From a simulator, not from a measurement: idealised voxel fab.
Process module, titled voxel transistor to metal
cross-section cut | 200 nm wide | cells 5 nm
In this document a cross-section is written as a grid of square cells. It is given as a series of bands, listed from the top down, and a band is one or more rows of cells. Per band: top height and bottom height in nm, followed by the left-to-right materials and their widths in nm; "edge to edge" marks a single material spanning edge to edge, "air" marks empty space. Height reference: 0 = level under which incoming wafer is all one material. Lowest band: no bottom, runs on downward, e.g. "top 0, no bottom". The width entry "30..40" should be interpreted row by row: the top row of cells in the band takes the first number, the bottom row takes the second number, and the change between adjacent rows is uniform throughout. It should be understood that the words "changes: none", when stated for a given step, signify that the cross-section underwent no change in any of its cells during that step. In "Entrapped voids" the enclosed voids are listed, meaning empty spaces of 8 cells or larger without any opening to the top. The form is width x height at distance, distance from the left edge, units nm. after a step's settings: what the simulator itself notes on the step. Steps that use a mask can have "overlay nm" on their line. It says how far the mask sat to the right of where it was meant to be. Negative means to the left.

-- These are the steps we planned for the process
| 1 | RECEIVE [material Si] |
| 2 | CONFORMAL_DEP [material SiO2] [thk nm 5] |
| 3 | CONFORMAL_DEP [material SiN] [thk nm 15] |
| 4 | PATTERN [tone cover] [mask id ACTIVE] [material resist] [width nm 105] [thk nm 15] [overlay nm 0] |
| 5 | DIRECTIONAL_ETCH [etch materials SiN] [depth nm 15] |
| 6 | DIRECTIONAL_ETCH [etch materials SiO2] [depth nm 5] |
| 7 | DIRECTIONAL_ETCH [etch materials Si] [depth nm 35] |
| 8 | STRIP [etch materials resist] |
| 9 | OXIDIZE [depth nm 5] |
| 10 | FILL_DEP [material SiO2] [thk nm 5] |
| 11 | CMP [height nm 20] |
| 12 | SELECTIVE_ETCH [etch materials SiO2] [depth nm 15] |
| 13 | STRIP [etch materials SiN] |
| 14 | SELECTIVE_ETCH [etch materials SiO2] [depth nm 5] |
| 15 | OXIDIZE [depth nm 5] |
| 16 | DIRECTIONAL_DEP [material polySi] [thk nm 30] |
| 17 | DIRECTIONAL_DEP [material SiCN] [thk nm 15] |
| 18 | DIRECTIONAL_DEP [material aC] [thk nm 15] |
| 19 | PATTERN [tone cover] [mask id GATE] [material resist] [width nm 15] [thk nm 30] [overlay nm 0] |
| 20 | DIRECTIONAL_ETCH [etch materials aC] [depth nm 15] |
| 21 | STRIP [etch materials resist] |
| 22 | DIRECTIONAL_ETCH [etch materials SiCN] [depth nm 25] |
| 23 | DIRECTIONAL_ETCH [etch materials polySi] [depth nm 40] |
| 24 | STRIP [etch materials aC] |
| 25 | CONFORMAL_DEP [material SiN] [thk nm 10] |
| 26 | DIRECTIONAL_ETCH [etch materials SiN] [depth nm 10] |
| 27 | DIRECTIONAL_ETCH [etch materials SiO2] [depth nm 5] |
| 28 | DIRECTIONAL_ETCH [etch materials Si] [depth nm 10] |
| 29 | EPI [material pSi] [thk nm 15] |
| 30 | FILL_DEP [material SiO2] [thk nm 5] |
| 31 | CMP [height nm 45] |
| 32 | DIRECTIONAL_DEP [material SiO2] [thk nm 10] |
| 33 | MASKED_ETCH [tone open] [mask id CONTACT] [width nm 20] [pitch nm 75] [etch materials SiO2] [depth nm 55] [overlay nm 0] |
| 34 | CONFORMAL_DEP [material TiN] [thk nm 5] |
| 35 | FILL_DEP [material Ru] [thk nm 10] |
| 36 | CMP [height nm 55] |
| 37 | CONFORMAL_DEP [material SiCN] [thk nm 5] |
| 38 | DIRECTIONAL_DEP [material SiO2] [thk nm 20] |
| 39 | MASKED_ETCH [tone open] [mask id METAL_1] [width nm 20] [pitch nm 75] [etch materials SiO2] [depth nm 20] [overlay nm 0] |
| 40 | MASKED_ETCH [tone open] [mask id METAL_1] [width nm 20] [pitch nm 75] [etch materials SiCN] [depth nm 5] [overlay nm 0] |
| 41 | CONFORMAL_DEP [material TiN] [thk nm 5] |
| 42 | FILL_DEP [material Cu] [thk nm 5] |
| 43 | CMP [height nm 80] |
| 44 | CONFORMAL_DEP [material SiCN] [thk nm 5] |
| 45 | DIRECTIONAL_DEP [material lowk] [thk nm 35] |
| 46 | PATTERN [tone open] [mask id METAL_2] [material resist] [width nm 20] [pitch nm 75] [thk nm 15] [overlay nm 0] |
| 47 | DIRECTIONAL_ETCH [etch materials lowk] [depth nm 20] |
| 48 | STRIP [etch materials resist] |
| 49 | MASKED_ETCH [tone open] [mask id METAL_2_HOLES] [width nm 15] [pitch nm 75] [etch materials lowk] [depth nm 15] [overlay nm 0] |
| 50 | MASKED_ETCH [tone open] [mask id METAL_2_HOLES] [width nm 15] [pitch nm 75] [etch materials SiCN] [depth nm 5] [overlay nm 0] |
| 51 | CONFORMAL_DEP [material TiN] [thk nm 5] |
| 52 | FILL_DEP [material Ru] [thk nm 5] |
| 53 | CMP [height nm 120] |
| 54 | CONFORMAL_DEP [material SiN] [thk nm 5] |

-- Account of the first of two wafers, which was processed as intended

-- Here's what the wafer looked like in cross-section when it arrived - that's after step 1
- top 0, no bottom = Si edge to edge
- Entrapped voids: none

-- Cross-section of the wafer subsequent to step 2
- top 5, bottom 0 = SiO2 edge to edge
- All layers under 0 are left as they were.

-- Cross-section of the wafer subsequent to step 3
- top 20, bottom 5 = SiN edge to edge
- All layers under 5 are left as they were.

-- Cross-section of the wafer subsequent to step 4
- top 35, bottom 20 = 45 of air / 105 of resist / 50 of air
- All layers under 20 are left as they were.

-- Cross-section of the wafer subsequent to step 5
- top 35, bottom 20 = 45 of air / 105 of resist / 50 of air
- top 20, bottom 5 = 45 of air / 105 of SiN / 50 of air
- All layers under 5 are left as they were.

-- Cross-section of the wafer subsequent to step 6
- top 35, bottom 20 = 45 of air / 105 of resist / 50 of air
- top 20, bottom 5 = 45 of air / 105 of SiN / 50 of air
- top 5, bottom 0 = 45 of air / 105 of SiO2 / 50 of air
- All layers under 0 are left as they were.

-- Cross-section of the wafer subsequent to step 7
- top 35, bottom 20 = 45 of air / 105 of resist / 50 of air
- top 20, bottom 5 = 45 of air / 105 of SiN / 50 of air
- top 5, bottom 0 = 45 of air / 105 of SiO2 / 50 of air
- top 0, bottom -35 = 45 of air / 105 of Si / 50 of air
- All layers under -35 are left as they were.

-- Cross-section of the wafer subsequent to step 8
- top 20, bottom 5 = 45 of air / 105 of SiN / 50 of air
- All layers under 5 are left as they were.

-- Cross-section of the wafer subsequent to step 9
- top 20, bottom 5 = 45 of air / 105 of SiN / 50 of air
- top 5, bottom 0 = 45 of air / 105 of SiO2 / 50 of air
- top 0, bottom -35 = 45 of air / 5 of SiO2 / 95 of Si / 5 of SiO2 / 50 of air
- top -35, bottom -40 = 50 of SiO2 / 95 of Si / 55 of SiO2
- All layers under -40 are left as they were.

-- Cross-section of the wafer subsequent to step 10
- top 25, bottom 20 = SiO2 edge to edge
- top 20, bottom 5 = 45 of SiO2 / 105 of SiN / 50 of SiO2
- top 5, bottom 0 = SiO2 edge to edge
- top 0, bottom -40 = 50 of SiO2 / 95 of Si / 55 of SiO2
- All layers under -40 are left as they were.

-- Cross-section of the wafer subsequent to step 11
- top 20, bottom 5 = 45 of SiO2 / 105 of SiN / 50 of SiO2
- All layers under 5 are left as they were.

-- Cross-section of the wafer subsequent to step 12
- top 20, bottom 5 = 45 of air / 105 of SiN / 50 of air
- All layers under 5 are left as they were.

-- Cross-section of the wafer subsequent to step 13
- top 5, bottom 0 = SiO2 edge to edge
- All layers under 0 are left as they were.

-- Cross-section of the wafer subsequent to step 14
- top 0, bottom -40 = 50 of SiO2 / 95 of Si / 55 of SiO2
- All layers under -40 are left as they were.

-- Cross-section of the wafer subsequent to step 15
- top 0, bottom -5 = SiO2 edge to edge
- All layers under -5 are left as they were.

-- Cross-section of the wafer subsequent to step 16
- top 30, bottom 0 = polySi edge to edge
- All layers under 0 are left as they were.

-- Cross-section of the wafer subsequent to step 17
- top 45, bottom 30 = SiCN edge to edge
- All layers under 30 are left as they were.

-- Cross-section of the wafer subsequent to step 18
- top 60, bottom 45 = aC edge to edge
- All layers under 45 are left as they were.

-- Cross-section of the wafer subsequent to step 19
- top 90, bottom 60 = 90 of air / 15 of resist / 95 of air
- All layers under 60 are left as they were.

-- Cross-section of the wafer subsequent to step 20
- top 75, bottom 60 = 90 of air / 15 of resist / 95 of air
- top 60, bottom 45 = 90 of air / 15 of aC / 95 of air
- All layers under 45 are left as they were.

-- Cross-section of the wafer subsequent to step 21
- top 60, bottom 45 = 90 of air / 15 of aC / 95 of air
- All layers under 45 are left as they were.

-- Cross-section of the wafer subsequent to step 22
- top 60, bottom 45 = 90 of air / 15 of aC / 95 of air
- top 45, bottom 30 = 90 of air / 15 of SiCN / 95 of air
- All layers under 30 are left as they were.

-- Cross-section of the wafer subsequent to step 23
- top 60, bottom 45 = 90 of air / 15 of aC / 95 of air
- top 45, bottom 30 = 90 of air / 15 of SiCN / 95 of air
- top 30, bottom 0 = 90 of air / 15 of polySi / 95 of air
- All layers under 0 are left as they were.

-- Cross-section of the wafer subsequent to step 24
- top 45, bottom 30 = 90 of air / 15 of SiCN / 95 of air
- All layers under 30 are left as they were.

-- Cross-section of the wafer subsequent to step 25
- top 55, bottom 45 = 80 of air / 35 of SiN / 85 of air
- top 45, bottom 30 = 80 of air / 10 of SiN / 15 of SiCN / 10 of SiN / 85 of air
- top 30, bottom 10 = 80 of air / 10 of SiN / 15 of polySi / 10 of SiN / 85 of air
- top 10, bottom 0 = 90 of SiN / 15 of polySi / 95 of SiN
- All layers under 0 are left as they were.

-- Cross-section of the wafer subsequent to step 26
- top 45, bottom 30 = 80 of air / 10 of SiN / 15 of SiCN / 10 of SiN / 85 of air
- top 30, bottom 0 = 80 of air / 10 of SiN / 15 of polySi / 10 of SiN / 85 of air
- All layers under 0 are left as they were.

-- Cross-section of the wafer subsequent to step 27
- top 45, bottom 30 = 80 of air / 10 of SiN / 15 of SiCN / 10 of SiN / 85 of air
- top 30, bottom 0 = 80 of air / 10 of SiN / 15 of polySi / 10 of SiN / 85 of air
- top 0, bottom -5 = 80 of air / 35 of SiO2 / 85 of air
- All layers under -5 are left as they were.

-- Cross-section of the wafer subsequent to step 28
- top 45, bottom 30 = 80 of air / 10 of SiN / 15 of SiCN / 10 of SiN / 85 of air
- top 30, bottom 0 = 80 of air / 10 of SiN / 15 of polySi / 10 of SiN / 85 of air
- top 0, bottom -5 = 80 of air / 35 of SiO2 / 85 of air
- top -5, bottom -15 = 50 of SiO2 / 30 of air / 35 of Si / 30 of air / 55 of SiO2
- All layers under -15 are left as they were.

-- Cross-section of the wafer subsequent to step 29
- top 45, bottom 30 = 80 of air / 10 of SiN / 15 of SiCN / 10 of SiN / 85 of air
- top 30, bottom 10 = 80 of air / 10 of SiN / 15 of polySi / 10 of SiN / 85 of air
- top 10, bottom 0 = 65 of air / 15 of pSi / 10 of SiN / 15 of polySi / 10 of SiN / 15 of pSi / 70 of air
- top 0, bottom -5 = 45 of air / 35 of pSi / 35 of SiO2 / 35 of pSi / 50 of air
- top -5, bottom -15 = 50 of SiO2 / 30 of pSi / 35 of Si / 30 of pSi / 55 of SiO2
- All layers under -15 are left as they were.

-- Cross-section of the wafer subsequent to step 30
- top 50, bottom 45 = SiO2 edge to edge
- top 45, bottom 30 = 80 of SiO2 / 10 of SiN / 15 of SiCN / 10 of SiN / 85 of SiO2
- top 30, bottom 10 = 80 of SiO2 / 10 of SiN / 15 of polySi / 10 of SiN / 85 of SiO2
- top 10, bottom 0 = 65 of SiO2 / 15 of pSi / 10 of SiN / 15 of polySi / 10 of SiN / 15 of pSi / 70 of SiO2
- top 0, bottom -5 = 45 of SiO2 / 35 of pSi / 35 of SiO2 / 35 of pSi / 50 of SiO2
- All layers under -5 are left as they were.

-- Cross-section of the wafer subsequent to step 31
- top 45, bottom 30 = 80 of SiO2 / 10 of SiN / 15 of SiCN / 10 of SiN / 85 of SiO2
- All layers under 30 are left as they were.

-- Cross-section of the wafer subsequent to step 32
- top 55, bottom 45 = SiO2 edge to edge
- All layers under 45 are left as they were.

-- Cross-section of the wafer subsequent to step 33
- top 55, bottom 45 = 50 of SiO2 / 20 of air / 55 of SiO2 / 20 of air / 55 of SiO2
- top 45, bottom 30 = 50 of SiO2 / 20 of air / 10 of SiO2 / 10 of SiN / 15 of SiCN / 10 of SiN / 10 of SiO2 / 20 of air / 55 of SiO2
- top 30, bottom 10 = 50 of SiO2 / 20 of air / 10 of SiO2 / 10 of SiN / 15 of polySi / 10 of SiN / 10 of SiO2 / 20 of air / 55 of SiO2
- top 10, bottom 0 = 50 of SiO2 / 15 of air / 15 of pSi / 10 of SiN / 15 of polySi / 10 of SiN / 15 of pSi / 15 of air / 55 of SiO2
- All layers under 0 are left as they were.

-- Cross-section of the wafer subsequent to step 34
- top 60, bottom 55 = 55 of TiN / 10 of air / 65 of TiN / 10 of air / 60 of TiN
- top 55, bottom 45 = 50 of SiO2 / 5 of TiN / 10 of air / 5 of TiN / 55 of SiO2 / 5 of TiN / 10 of air / 5 of TiN / 55 of SiO2
- top 45, bottom 30 = 50 of SiO2 / 5 of TiN / 10 of air / 5 of TiN / 10 of SiO2 / 10 of SiN / 15 of SiCN / 10 of SiN / 10 of SiO2 / 5 of TiN / 10 of air / 5 of TiN / 55 of SiO2
- top 30, bottom 15 = 50 of SiO2 / 5 of TiN / 10 of air / 5 of TiN / 10 of SiO2 / 10 of SiN / 15 of polySi / 10 of SiN / 10 of SiO2 / 5 of TiN / 10 of air / 5 of TiN / 55 of SiO2
- top 15, bottom 10 = 50 of SiO2 / 5 of TiN / 5 of air / 10 of TiN / 10 of SiO2 / 10 of SiN / 15 of polySi / 10 of SiN / 10 of SiO2 / 10 of TiN / 5 of air / 5 of TiN / 55 of SiO2
- top 10, bottom 5 = 50 of SiO2 / 5 of TiN / 5 of air / 5 of TiN / 15 of pSi / 10 of SiN / 15 of polySi / 10 of SiN / 15 of pSi / 5 of TiN / 5 of air / 5 of TiN / 55 of SiO2
- top 5, bottom 0 = 50 of SiO2 / 15 of TiN / 15 of pSi / 10 of SiN / 15 of polySi / 10 of SiN / 15 of pSi / 15 of TiN / 55 of SiO2
- All layers under 0 are left as they were.

-- Cross-section of the wafer subsequent to step 35
- top 70, bottom 60 = Ru edge to edge
- top 60, bottom 55 = 55 of TiN / 10 of Ru / 65 of TiN / 10 of Ru / 60 of TiN
- top 55, bottom 45 = 50 of SiO2 / 5 of TiN / 10 of Ru / 5 of TiN / 55 of SiO2 / 5 of TiN / 10 of Ru / 5 of TiN / 55 of SiO2
- top 45, bottom 30 = 50 of SiO2 / 5 of TiN / 10 of Ru / 5 of TiN / 10 of SiO2 / 10 of SiN / 15 of SiCN / 10 of SiN / 10 of SiO2 / 5 of TiN / 10 of Ru / 5 of TiN / 55 of SiO2
- top 30, bottom 15 = 50 of SiO2 / 5 of TiN / 10 of Ru / 5 of TiN / 10 of SiO2 / 10 of SiN / 15 of polySi / 10 of SiN / 10 of SiO2 / 5 of TiN / 10 of Ru / 5 of TiN / 55 of SiO2
- top 15, bottom 10 = 50 of SiO2 / 5 of TiN / 5 of Ru / 10 of TiN / 10 of SiO2 / 10 of SiN / 15 of polySi / 10 of SiN / 10 of SiO2 / 10 of TiN / 5 of Ru / 5 of TiN / 55 of SiO2
- top 10, bottom 5 = 50 of SiO2 / 5 of TiN / 5 of Ru / 5 of TiN / 15 of pSi / 10 of SiN / 15 of polySi / 10 of SiN / 15 of pSi / 5 of TiN / 5 of Ru / 5 of TiN / 55 of SiO2
- All layers under 5 are left as they were.

-- Cross-section of the wafer subsequent to step 36
- top 55, bottom 45 = 50 of SiO2 / 5 of TiN / 10 of Ru / 5 of TiN / 55 of SiO2 / 5 of TiN / 10 of Ru / 5 of TiN / 55 of SiO2
- All layers under 45 are left as they were.

-- Cross-section of the wafer subsequent to step 37
- top 60, bottom 55 = SiCN edge to edge
- All layers under 55 are left as they were.

-- Cross-section of the wafer subsequent to step 38
- top 80, bottom 60 = SiO2 edge to edge
- All layers under 60 are left as they were.

-- Cross-section of the wafer subsequent to step 39
- top 80, bottom 60 = 50 of SiO2 / 20 of air / 55 of SiO2 / 20 of air / 55 of SiO2
- All layers under 60 are left as they were.

-- Cross-section of the wafer subsequent to step 40
- top 80, bottom 60 = 50 of SiO2 / 20 of air / 55 of SiO2 / 20 of air / 55 of SiO2
- top 60, bottom 55 = 50 of SiCN / 20 of air / 55 of SiCN / 20 of air / 55 of SiCN
- All layers under 55 are left as they were.

-- Cross-section of the wafer subsequent to step 41
- top 85, bottom 80 = 55 of TiN / 10 of air / 65 of TiN / 10 of air / 60 of TiN
- top 80, bottom 60 = 50 of SiO2 / 5 of TiN / 10 of air / 5 of TiN / 55 of SiO2 / 5 of TiN / 10 of air / 5 of TiN / 55 of SiO2
- top 60, bottom 55 = 50 of SiCN / 20 of TiN / 55 of SiCN / 20 of TiN / 55 of SiCN
- All layers under 55 are left as they were.

-- Cross-section of the wafer subsequent to step 42
- top 90, bottom 85 = Cu edge to edge
- top 85, bottom 80 = 55 of TiN / 10 of Cu / 65 of TiN / 10 of Cu / 60 of TiN
- top 80, bottom 60 = 50 of SiO2 / 5 of TiN / 10 of Cu / 5 of TiN / 55 of SiO2 / 5 of TiN / 10 of Cu / 5 of TiN / 55 of SiO2
- All layers under 60 are left as they were.

-- Cross-section of the wafer subsequent to step 43
- top 80, bottom 60 = 50 of SiO2 / 5 of TiN / 10 of Cu / 5 of TiN / 55 of SiO2 / 5 of TiN / 10 of Cu / 5 of TiN / 55 of SiO2
- All layers under 60 are left as they were.

-- Cross-section of the wafer subsequent to step 44
- top 85, bottom 80 = SiCN edge to edge
- All layers under 80 are left as they were.

-- Cross-section of the wafer subsequent to step 45
- top 120, bottom 85 = lowk edge to edge
- All layers under 85 are left as they were.

-- Cross-section of the wafer subsequent to step 46
- top 135, bottom 120 = 50 of resist / 20 of air / 55 of resist / 20 of air / 55 of resist
- All layers under 120 are left as they were.

-- Cross-section of the wafer subsequent to step 47
- top 135, bottom 120 = 50 of resist / 20 of air / 55 of resist / 20 of air / 55 of resist
- top 120, bottom 100 = 50 of lowk / 20 of air / 55 of lowk / 20 of air / 55 of lowk
- All layers under 100 are left as they were.

-- Cross-section of the wafer subsequent to step 48
- top 120, bottom 100 = 50 of lowk / 20 of air / 55 of lowk / 20 of air / 55 of lowk
- All layers under 100 are left as they were.

-- Cross-section of the wafer subsequent to step 49
- top 120, bottom 100 = 50 of lowk / 20 of air / 55 of lowk / 20 of air / 55 of lowk
- top 100, bottom 85 = 50 of lowk / 15 of air / 60 of lowk / 15 of air / 60 of lowk
- All layers under 85 are left as they were.

-- Cross-section of the wafer subsequent to step 50
- top 120, bottom 100 = 50 of lowk / 20 of air / 55 of lowk / 20 of air / 55 of lowk
- top 100, bottom 85 = 50 of lowk / 15 of air / 60 of lowk / 15 of air / 60 of lowk
- top 85, bottom 80 = 50 of SiCN / 15 of air / 60 of SiCN / 15 of air / 60 of SiCN
- All layers under 80 are left as they were.

-- Cross-section of the wafer subsequent to step 51
- top 125, bottom 120 = 55 of TiN / 10 of air / 65 of TiN / 10 of air / 60 of TiN
- top 120, bottom 105 = 50 of lowk / 5 of TiN / 10 of air / 5 of TiN / 55 of lowk / 5 of TiN / 10 of air / 5 of TiN / 55 of lowk
- top 105, bottom 100 = 50 of lowk / 5 of TiN / 5 of air / 10 of TiN / 55 of lowk / 5 of TiN / 5 of air / 10 of TiN / 55 of lowk
- top 100, bottom 85 = 50 of lowk / 5 of TiN / 5 of air / 5 of TiN / 60 of lowk / 5 of TiN / 5 of air / 5 of TiN / 60 of lowk
- top 85, bottom 80 = 50 of SiCN / 15 of TiN / 60 of SiCN / 15 of TiN / 60 of SiCN
- All layers under 80 are left as they were.

-- Cross-section of the wafer subsequent to step 52
- top 130, bottom 125 = Ru edge to edge
- top 125, bottom 120 = 55 of TiN / 10 of Ru / 65 of TiN / 10 of Ru / 60 of TiN
- top 120, bottom 105 = 50 of lowk / 5 of TiN / 10 of Ru / 5 of TiN / 55 of lowk / 5 of TiN / 10 of Ru / 5 of TiN / 55 of lowk
- top 105, bottom 100 = 50 of lowk / 5 of TiN / 5 of Ru / 10 of TiN / 55 of lowk / 5 of TiN / 5 of Ru / 10 of TiN / 55 of lowk
- top 100, bottom 85 = 50 of lowk / 5 of TiN / 5 of Ru / 5 of TiN / 60 of lowk / 5 of TiN / 5 of Ru / 5 of TiN / 60 of lowk
- All layers under 85 are left as they were.

-- Cross-section of the wafer subsequent to step 53
- top 120, bottom 105 = 50 of lowk / 5 of TiN / 10 of Ru / 5 of TiN / 55 of lowk / 5 of TiN / 10 of Ru / 5 of TiN / 55 of lowk
- All layers under 105 are left as they were.

-- Cross-section of the wafer subsequent to step 54
- top 125, bottom 120 = SiN edge to edge
- All layers under 120 are left as they were.

-- Second wafer - shared start and plan with the first - one error in running - same as the first up to step 32 inclusive

-- X-section, second wafer, when step 33 was due to finish
- top 55, bottom 45 = 50 of air / 20 of SiO2 / 55 of air / 20 of SiO2 / 55 of air
- top 45, bottom 30 = 50 of air / 20 of SiO2 / 10 of air / 10 of SiN / 15 of SiCN / 10 of SiN / 10 of air / 20 of SiO2 / 55 of air
- top 30, bottom 10 = 50 of air / 20 of SiO2 / 10 of air / 10 of SiN / 15 of polySi / 10 of SiN / 10 of air / 20 of SiO2 / 55 of air
- top 10, bottom 0 = 50 of air / 15 of SiO2 / 15 of pSi / 10 of SiN / 15 of polySi / 10 of SiN / 15 of pSi / 15 of SiO2 / 55 of air
- All layers under 0 are left as they were.

-- X-section, second wafer, when step 34 was due to finish
- top 60, bottom 55 = 45 of air / 30 of TiN / 45 of air / 30 of TiN / 50 of air
- top 55, bottom 50 = 45 of air / 5 of TiN / 20 of SiO2 / 5 of TiN / 45 of air / 5 of TiN / 20 of SiO2 / 5 of TiN / 50 of air
- top 50, bottom 45 = 45 of air / 5 of TiN / 20 of SiO2 / 55 of TiN / 20 of SiO2 / 5 of TiN / 50 of air
- top 45, bottom 30 = 45 of air / 5 of TiN / 20 of SiO2 / 10 of TiN / 10 of SiN / 15 of SiCN / 10 of SiN / 10 of TiN / 20 of SiO2 / 5 of TiN / 50 of air
- top 30, bottom 10 = 45 of air / 5 of TiN / 20 of SiO2 / 10 of TiN / 10 of SiN / 15 of polySi / 10 of SiN / 10 of TiN / 20 of SiO2 / 5 of TiN / 50 of air
- top 10, bottom 5 = 45 of air / 5 of TiN / 15 of SiO2 / 15 of pSi / 10 of SiN / 15 of polySi / 10 of SiN / 15 of pSi / 15 of SiO2 / 5 of TiN / 50 of air
- top 5, bottom 0 = 50 of TiN / 15 of SiO2 / 15 of pSi / 10 of SiN / 15 of polySi / 10 of SiN / 15 of pSi / 15 of SiO2 / 55 of TiN
- All layers under 0 are left as they were.

-- X-section, second wafer, when step 35 was due to finish
- top 70, bottom 60 = Ru edge to edge
- top 60, bottom 55 = 45 of Ru / 30 of TiN / 45 of Ru / 30 of TiN / 50 of Ru
- top 55, bottom 50 = 45 of Ru / 5 of TiN / 20 of SiO2 / 5 of TiN / 45 of Ru / 5 of TiN / 20 of SiO2 / 5 of TiN / 50 of Ru
- top 50, bottom 45 = 45 of Ru / 5 of TiN / 20 of SiO2 / 55 of TiN / 20 of SiO2 / 5 of TiN / 50 of Ru
- top 45, bottom 30 = 45 of Ru / 5 of TiN / 20 of SiO2 / 10 of TiN / 10 of SiN / 15 of SiCN / 10 of SiN / 10 of TiN / 20 of SiO2 / 5 of TiN / 50 of Ru
- top 30, bottom 10 = 45 of Ru / 5 of TiN / 20 of SiO2 / 10 of TiN / 10 of SiN / 15 of polySi / 10 of SiN / 10 of TiN / 20 of SiO2 / 5 of TiN / 50 of Ru
- top 10, bottom 5 = 45 of Ru / 5 of TiN / 15 of SiO2 / 15 of pSi / 10 of SiN / 15 of polySi / 10 of SiN / 15 of pSi / 15 of SiO2 / 5 of TiN / 50 of Ru
- All layers under 5 are left as they were.

-- X-section, second wafer, when step 36 was due to finish
- top 55, bottom 50 = 45 of Ru / 5 of TiN / 20 of SiO2 / 5 of TiN / 45 of Ru / 5 of TiN / 20 of SiO2 / 5 of TiN / 50 of Ru
- All layers under 50 are left as they were.

-- X-section, second wafer, when step 37 was due to finish
- top 60, bottom 55 = SiCN edge to edge
- All layers under 55 are left as they were.

-- X-section, second wafer, when step 38 was due to finish
- top 80, bottom 60 = SiO2 edge to edge
- All layers under 60 are left as they were.

-- X-section, second wafer, when step 39 was due to finish
- top 80, bottom 60 = 50 of SiO2 / 20 of air / 55 of SiO2 / 20 of air / 55 of SiO2
- All layers under 60 are left as they were.

-- X-section, second wafer, when step 40 was due to finish
- top 80, bottom 60 = 50 of SiO2 / 20 of air / 55 of SiO2 / 20 of air / 55 of SiO2
- top 60, bottom 55 = 50 of SiCN / 20 of air / 55 of SiCN / 20 of air / 55 of SiCN
- All layers under 55 are left as they were.

-- X-section, second wafer, when step 41 was due to finish
- top 85, bottom 80 = 55 of TiN / 10 of air / 65 of TiN / 10 of air / 60 of TiN
- top 80, bottom 60 = 50 of SiO2 / 5 of TiN / 10 of air / 5 of TiN / 55 of SiO2 / 5 of TiN / 10 of air / 5 of TiN / 55 of SiO2
- top 60, bottom 55 = 50 of SiCN / 20 of TiN / 55 of SiCN / 20 of TiN / 55 of SiCN
- All layers under 55 are left as they were.

-- X-section, second wafer, when step 42 was due to finish
- top 90, bottom 85 = Cu edge to edge
- top 85, bottom 80 = 55 of TiN / 10 of Cu / 65 of TiN / 10 of Cu / 60 of TiN
- top 80, bottom 60 = 50 of SiO2 / 5 of TiN / 10 of Cu / 5 of TiN / 55 of SiO2 / 5 of TiN / 10 of Cu / 5 of TiN / 55 of SiO2
- All layers under 60 are left as they were.

-- X-section, second wafer, when step 43 was due to finish
- top 80, bottom 60 = 50 of SiO2 / 5 of TiN / 10 of Cu / 5 of TiN / 55 of SiO2 / 5 of TiN / 10 of Cu / 5 of TiN / 55 of SiO2
- All layers under 60 are left as they were.

-- X-section, second wafer, when step 44 was due to finish
- top 85, bottom 80 = SiCN edge to edge
- All layers under 80 are left as they were.

-- X-section, second wafer, when step 45 was due to finish
- top 120, bottom 85 = lowk edge to edge
- All layers under 85 are left as they were.

-- X-section, second wafer, when step 46 was due to finish
- top 135, bottom 120 = 50 of resist / 20 of air / 55 of resist / 20 of air / 55 of resist
- All layers under 120 are left as they were.

-- X-section, second wafer, when step 47 was due to finish
- top 135, bottom 120 = 50 of resist / 20 of air / 55 of resist / 20 of air / 55 of resist
- top 120, bottom 100 = 50 of lowk / 20 of air / 55 of lowk / 20 of air / 55 of lowk
- All layers under 100 are left as they were.

-- X-section, second wafer, when step 48 was due to finish
- top 120, bottom 100 = 50 of lowk / 20 of air / 55 of lowk / 20 of air / 55 of lowk
- All layers under 100 are left as they were.

-- X-section, second wafer, when step 49 was due to finish
- top 120, bottom 100 = 50 of lowk / 20 of air / 55 of lowk / 20 of air / 55 of lowk
- top 100, bottom 85 = 50 of lowk / 15 of air / 60 of lowk / 15 of air / 60 of lowk
- All layers under 85 are left as they were.

-- X-section, second wafer, when step 50 was due to finish
- top 120, bottom 100 = 50 of lowk / 20 of air / 55 of lowk / 20 of air / 55 of lowk
- top 100, bottom 85 = 50 of lowk / 15 of air / 60 of lowk / 15 of air / 60 of lowk
- top 85, bottom 80 = 50 of SiCN / 15 of air / 60 of SiCN / 15 of air / 60 of SiCN
- All layers under 80 are left as they were.

-- X-section, second wafer, when step 51 was due to finish
- top 125, bottom 120 = 55 of TiN / 10 of air / 65 of TiN / 10 of air / 60 of TiN
- top 120, bottom 105 = 50 of lowk / 5 of TiN / 10 of air / 5 of TiN / 55 of lowk / 5 of TiN / 10 of air / 5 of TiN / 55 of lowk
- top 105, bottom 100 = 50 of lowk / 5 of TiN / 5 of air / 10 of TiN / 55 of lowk / 5 of TiN / 5 of air / 10 of TiN / 55 of lowk
- top 100, bottom 85 = 50 of lowk / 5 of TiN / 5 of air / 5 of TiN / 60 of lowk / 5 of TiN / 5 of air / 5 of TiN / 60 of lowk
- top 85, bottom 80 = 50 of SiCN / 15 of TiN / 60 of SiCN / 15 of TiN / 60 of SiCN
- All layers under 80 are left as they were.

-- X-section, second wafer, when step 52 was due to finish
- top 130, bottom 125 = Ru edge to edge
- top 125, bottom 120 = 55 of TiN / 10 of Ru / 65 of TiN / 10 of Ru / 60 of TiN
- top 120, bottom 105 = 50 of lowk / 5 of TiN / 10 of Ru / 5 of TiN / 55 of lowk / 5 of TiN / 10 of Ru / 5 of TiN / 55 of lowk
- top 105, bottom 100 = 50 of lowk / 5 of TiN / 5 of Ru / 10 of TiN / 55 of lowk / 5 of TiN / 5 of Ru / 10 of TiN / 55 of lowk
- top 100, bottom 85 = 50 of lowk / 5 of TiN / 5 of Ru / 5 of TiN / 60 of lowk / 5 of TiN / 5 of Ru / 5 of TiN / 60 of lowk
- All layers under 85 are left as they were.

-- X-section, second wafer, when step 53 was due to finish
- top 120, bottom 105 = 50 of lowk / 5 of TiN / 10 of Ru / 5 of TiN / 55 of lowk / 5 of TiN / 10 of Ru / 5 of TiN / 55 of lowk
- All layers under 105 are left as they were.

-- X-section, second wafer, when step 54 was due to finish
- top 125, bottom 120 = SiN edge to edge
- All layers under 120 are left as they were.
Here's what went sideways: step 33 went in with a setting other than planned; the actual run was MASKED_ETCH [tone cover] [mask id CONTACT] [width nm 20] [pitch nm 75] [etch materials SiO2] [depth nm 55] [overlay nm 0]
Materials where the second wafer ends with more or fewer cells than the first: Ru: 163 more, SiO2: 197 fewer, TiN: 34 more
